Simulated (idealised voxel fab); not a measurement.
The following process module bears the name voxel gate over fins.
Cross-section cut: width 250 nm, square cells of 5 nm.
We lay out every cross-section as a grid of square cells and spell it out in bands from the top down, where one band means one or more rows of cells.
Top height, bottom height, nm. Materials left to right, width each, nm. Single material + "edge to edge" = fills band edge to edge. "air" = empty.
Note: height 0 marks the level under which the wafer is uniformly one material as received. Lowest band unbounded below, written "0 -> down".
It should be noted that a width expressed as "30 to 40" varies in equal increments from row to row of cells within the band, taking the value of the first number at the top row and that of the second number at the bottom row.
For the purposes of this document, the phrase "all unchanged" attached to a step denotes that no cell within the cross-section was modified by that step.
This entry, "Trapped void list", enumerates those empty regions of no fewer than 8 cells that possess no open connection to the top. Each region is reported in the form width x height at distance, the distance being taken from the left edge, with all three quantities expressed in nm.
Formally, on a step line, whatever follows the settings is a remark that the simulator itself makes on the step.
A step's line can hold "overlay nm"; with a mask on that step, the setting says how far right of the planned place the mask lay, while a negative setting says it lay to the left.

## The steps planned for the process are as follows
1) op RECEIVE | material Si
2) op CONFORMAL_DEP | material SiN | thk nm 5
3) op PATTERN | tone cover | mask id FINS | material resist | width nm 15 | pitch nm 50 | thk nm 20 | overlay nm 0
4) op DIRECTIONAL_ETCH | etch materials SiN | depth nm 5
5) op DIRECTIONAL_ETCH | etch materials Si | depth nm 35
6) op STRIP | etch materials resist
7) op OXIDIZE | depth nm 5
8) op FILL_DEP | material SiO2 | thk nm 15
9) op CMP | height nm 5
10) op PATTERN | tone open | mask id RAIL | material resist | width nm 15 | thk nm 20 | overlay nm 0
11) op DIRECTIONAL_ETCH | etch materials SiO2 | depth nm 35
12) op STRIP | etch materials resist
13) op CONFORMAL_DEP | material TiN | thk nm 5
14) op FILL_DEP | material W | thk nm 5
15) op CMP | height nm 5
16) op SELECTIVE_ETCH | etch materials W Ru TiN | depth nm 25
17) op FILL_DEP | material SiO2 | thk nm 5
18) op CMP | height nm 5
19) op SELECTIVE_ETCH | etch materials SiO2 | depth nm 20
20) op STRIP | etch materials SiN
21) op CONFORMAL_DEP | material HfO2 | thk nm 5
22) op CONFORMAL_DEP | material TiN | thk nm 5
23) op FILL_DEP | material W | thk nm 10
24) op CMP | height nm 15
25) op CONFORMAL_DEP | material SiN | thk nm 5

## First of two wafers: run as planned

## Cross-section of the wafer as it came to us, i.e., already through step 1
0 -> down  Si edge to edge
Trapped void list: none

## So this is the wafer cross-section right after step 2
5 -> 0  SiN edge to edge
Below 0, the layers are the same as they were.

## So this is the wafer cross-section right after step 3
25 -> 5  65 of air; 15 of resist; 35 of air; 15 of resist; 35 of air; 15 of resist; 70 of air
Below 5, the layers are the same as they were.

## So this is the wafer cross-section right after step 4
25 -> 5  65 of air; 15 of resist; 35 of air; 15 of resist; 35 of air; 15 of resist; 70 of air
5 -> 0  65 of air; 15 of SiN; 35 of air; 15 of SiN; 35 of air; 15 of SiN; 70 of air
Below 0, the layers are the same as they were.

## So this is the wafer cross-section right after step 5
25 -> 5  65 of air; 15 of resist; 35 of air; 15 of resist; 35 of air; 15 of resist; 70 of air
5 -> 0  65 of air; 15 of SiN; 35 of air; 15 of SiN; 35 of air; 15 of SiN; 70 of air
0 -> -35  65 of air; 15 of Si; 35 of air; 15 of Si; 35 of air; 15 of Si; 70 of air
Below -35, the layers are the same as they were.

## So this is the wafer cross-section right after step 6
5 -> 0  65 of air; 15 of SiN; 35 of air; 15 of SiN; 35 of air; 15 of SiN; 70 of air
Below 0, the layers are the same as they were.

## So this is the wafer cross-section right after step 7
5 -> 0  65 of air; 15 of SiN; 35 of air; 15 of SiN; 35 of air; 15 of SiN; 70 of air
0 -> -35  65 of air; 5 of SiO2; 5 of Si; 5 of SiO2; 35 of air; 5 of SiO2; 5 of Si; 5 of SiO2; 35 of air; 5 of SiO2; 5 of Si; 5 of SiO2; 70 of air
-35 -> -40  70 of SiO2; 5 of Si; 45 of SiO2; 5 of Si; 45 of SiO2; 5 of Si; 75 of SiO2
Below -40, the layers are the same as they were.

## So this is the wafer cross-section right after step 8
20 -> 5  SiO2 edge to edge
5 -> 0  65 of SiO2; 15 of SiN; 35 of SiO2; 15 of SiN; 35 of SiO2; 15 of SiN; 70 of SiO2
0 -> -40  70 of SiO2; 5 of Si; 45 of SiO2; 5 of Si; 45 of SiO2; 5 of Si; 75 of SiO2
Below -40, the layers are the same as they were.

## So this is the wafer cross-section right after step 9
5 -> 0  65 of SiO2; 15 of SiN; 35 of SiO2; 15 of SiN; 35 of SiO2; 15 of SiN; 70 of SiO2
Below 0, the layers are the same as they were.

## So this is the wafer cross-section right after step 10
25 -> 5  90 of resist; 15 of air; 145 of resist
Below 5, the layers are the same as they were.

## So this is the wafer cross-section right after step 11
25 -> 5  90 of resist; 15 of air; 145 of resist
5 -> 0  65 of SiO2; 15 of SiN; 10 of SiO2; 15 of air; 10 of SiO2; 15 of SiN; 35 of SiO2; 15 of SiN; 70 of SiO2
0 -> -30  70 of SiO2; 5 of Si; 15 of SiO2; 15 of air; 15 of SiO2; 5 of Si; 45 of SiO2; 5 of Si; 75 of SiO2
Below -30, the layers are the same as they were.

## So this is the wafer cross-section right after step 12
5 -> 0  65 of SiO2; 15 of SiN; 10 of SiO2; 15 of air; 10 of SiO2; 15 of SiN; 35 of SiO2; 15 of SiN; 70 of SiO2
Below 0, the layers are the same as they were.

## So this is the wafer cross-section right after step 13
10 -> 5  95 of TiN; 5 of air; 150 of TiN
5 -> 0  65 of SiO2; 15 of SiN; 10 of SiO2; 5 of TiN; 5 of air; 5 of TiN; 10 of SiO2; 15 of SiN; 35 of SiO2; 15 of SiN; 70 of SiO2
0 -> -25  70 of SiO2; 5 of Si; 15 of SiO2; 5 of TiN; 5 of air; 5 of TiN; 15 of SiO2; 5 of Si; 45 of SiO2; 5 of Si; 75 of SiO2
-25 -> -30  70 of SiO2; 5 of Si; 15 of SiO2; 15 of TiN; 15 of SiO2; 5 of Si; 45 of SiO2; 5 of Si; 75 of SiO2
Below -30, the layers are the same as they were.

## So this is the wafer cross-section right after step 14
15 -> 10  W edge to edge
10 -> 5  95 of TiN; 5 of W; 150 of TiN
5 -> 0  65 of SiO2; 15 of SiN; 10 of SiO2; 5 of TiN; 5 of W; 5 of TiN; 10 of SiO2; 15 of SiN; 35 of SiO2; 15 of SiN; 70 of SiO2
0 -> -25  70 of SiO2; 5 of Si; 15 of SiO2; 5 of TiN; 5 of W; 5 of TiN; 15 of SiO2; 5 of Si; 45 of SiO2; 5 of Si; 75 of SiO2
Below -25, the layers are the same as they were.

## So this is the wafer cross-section right after step 15
5 -> 0  65 of SiO2; 15 of SiN; 10 of SiO2; 5 of TiN; 5 of W; 5 of TiN; 10 of SiO2; 15 of SiN; 35 of SiO2; 15 of SiN; 70 of SiO2
Below 0, the layers are the same as they were.

## So this is the wafer cross-section right after step 16
5 -> 0  65 of SiO2; 15 of SiN; 10 of SiO2; 15 of air; 10 of SiO2; 15 of SiN; 35 of SiO2; 15 of SiN; 70 of SiO2
0 -> -20  70 of SiO2; 5 of Si; 15 of SiO2; 15 of air; 15 of SiO2; 5 of Si; 45 of SiO2; 5 of Si; 75 of SiO2
Below -20, the layers are the same as they were.

## So this is the wafer cross-section right after step 17
10 -> 5  SiO2 edge to edge
5 -> 0  65 of SiO2; 15 of SiN; 35 of SiO2; 15 of SiN; 35 of SiO2; 15 of SiN; 70 of SiO2
0 -> -20  70 of SiO2; 5 of Si; 45 of SiO2; 5 of Si; 45 of SiO2; 5 of Si; 75 of SiO2
Below -20, the layers are the same as they were.

## So this is the wafer cross-section right after step 18
5 -> 0  65 of SiO2; 15 of SiN; 35 of SiO2; 15 of SiN; 35 of SiO2; 15 of SiN; 70 of SiO2
Below 0, the layers are the same as they were.

## So this is the wafer cross-section right after step 19
5 -> 0  65 of air; 15 of SiN; 35 of air; 15 of SiN; 35 of air; 15 of SiN; 70 of air
0 -> -15  70 of air; 5 of Si; 45 of air; 5 of Si; 45 of air; 5 of Si; 75 of air
Below -15, the layers are the same as they were.

## So this is the wafer cross-section right after step 20
0 -> -15  70 of air; 5 of Si; 45 of air; 5 of Si; 45 of air; 5 of Si; 75 of air
Below -15, the layers are the same as they were.

## So this is the wafer cross-section right after step 21
5 -> 0  65 of air; 15 of HfO2; 35 of air; 15 of HfO2; 35 of air; 15 of HfO2; 70 of air
0 -> -10  65 of air; 5 of HfO2; 5 of Si; 5 of HfO2; 35 of air; 5 of HfO2; 5 of Si; 5 of HfO2; 35 of air; 5 of HfO2; 5 of Si; 5 of HfO2; 70 of air
-10 -> -15  70 of HfO2; 5 of Si; 45 of HfO2; 5 of Si; 45 of HfO2; 5 of Si; 75 of HfO2
Below -15, the layers are the same as they were.

## So this is the wafer cross-section right after step 22
10 -> 5  60 of air; 25 of TiN; 25 of air; 25 of TiN; 25 of air; 25 of TiN; 65 of air
5 -> 0  60 of air; 5 of TiN; 15 of HfO2; 5 of TiN; 25 of air; 5 of TiN; 15 of HfO2; 5 of TiN; 25 of air; 5 of TiN; 15 of HfO2; 5 of TiN; 65 of air
0 -> -5  60 of air; 5 of TiN; 5 of HfO2; 5 of Si; 5 of HfO2; 5 of TiN; 25 of air; 5 of TiN; 5 of HfO2; 5 of Si; 5 of HfO2; 5 of TiN; 25 of air; 5 of TiN; 5 of HfO2; 5 of Si; 5 of HfO2; 5 of TiN; 65 of air
-5 -> -10  65 of TiN; 5 of HfO2; 5 of Si; 5 of HfO2; 35 of TiN; 5 of HfO2; 5 of Si; 5 of HfO2; 35 of TiN; 5 of HfO2; 5 of Si; 5 of HfO2; 70 of TiN
Below -10, the layers are the same as they were.

## So this is the wafer cross-section right after step 23
20 -> 10  W edge to edge
10 -> 5  60 of W; 25 of TiN; 25 of W; 25 of TiN; 25 of W; 25 of TiN; 65 of W
5 -> 0  60 of W; 5 of TiN; 15 of HfO2; 5 of TiN; 25 of W; 5 of TiN; 15 of HfO2; 5 of TiN; 25 of W; 5 of TiN; 15 of HfO2; 5 of TiN; 65 of W
0 -> -5  60 of W; 5 of TiN; 5 of HfO2; 5 of Si; 5 of HfO2; 5 of TiN; 25 of W; 5 of TiN; 5 of HfO2; 5 of Si; 5 of HfO2; 5 of TiN; 25 of W; 5 of TiN; 5 of HfO2; 5 of Si; 5 of HfO2; 5 of TiN; 65 of W
Below -5, the layers are the same as they were.

## So this is the wafer cross-section right after step 24
15 -> 10  W edge to edge
Below 10, the layers are the same as they were.

## So this is the wafer cross-section right after step 25
20 -> 15  SiN edge to edge
Below 15, the layers are the same as they were.

## Wafer two: like wafer one in start and plan, but with one mistake in execution; identical up to and including step 20

Planned end of step 21: second wafer, cross-section: all unchanged

## Planned end of step 22: second wafer, cross-section
5 -> 0  65 of air; 15 of TiN; 35 of air; 15 of TiN; 35 of air; 15 of TiN; 70 of air
0 -> -10  65 of air; 5 of TiN; 5 of Si; 5 of TiN; 35 of air; 5 of TiN; 5 of Si; 5 of TiN; 35 of air; 5 of TiN; 5 of Si; 5 of TiN; 70 of air
-10 -> -15  70 of TiN; 5 of Si; 45 of TiN; 5 of Si; 45 of TiN; 5 of Si; 75 of TiN
Below -15, the layers are the same as they were.

## Planned end of step 23: second wafer, cross-section
15 -> 5  W edge to edge
5 -> 0  65 of W; 15 of TiN; 35 of W; 15 of TiN; 35 of W; 15 of TiN; 70 of W
0 -> -10  65 of W; 5 of TiN; 5 of Si; 5 of TiN; 35 of W; 5 of TiN; 5 of Si; 5 of TiN; 35 of W; 5 of TiN; 5 of Si; 5 of TiN; 70 of W
Below -10, the layers are the same as they were.

Planned end of step 24: second wafer, cross-section: all unchanged

## Planned end of step 25: second wafer, cross-section
20 -> 15  SiN edge to edge
Below 15, the layers are the same as they were.
What went wrong in running the wafer? yeah, step 21 of the plan got skipped, never ran
Bottom line after processing is that, in cells, the second wafer is up or down on some materials versus the first: HfO2 -68; W +68
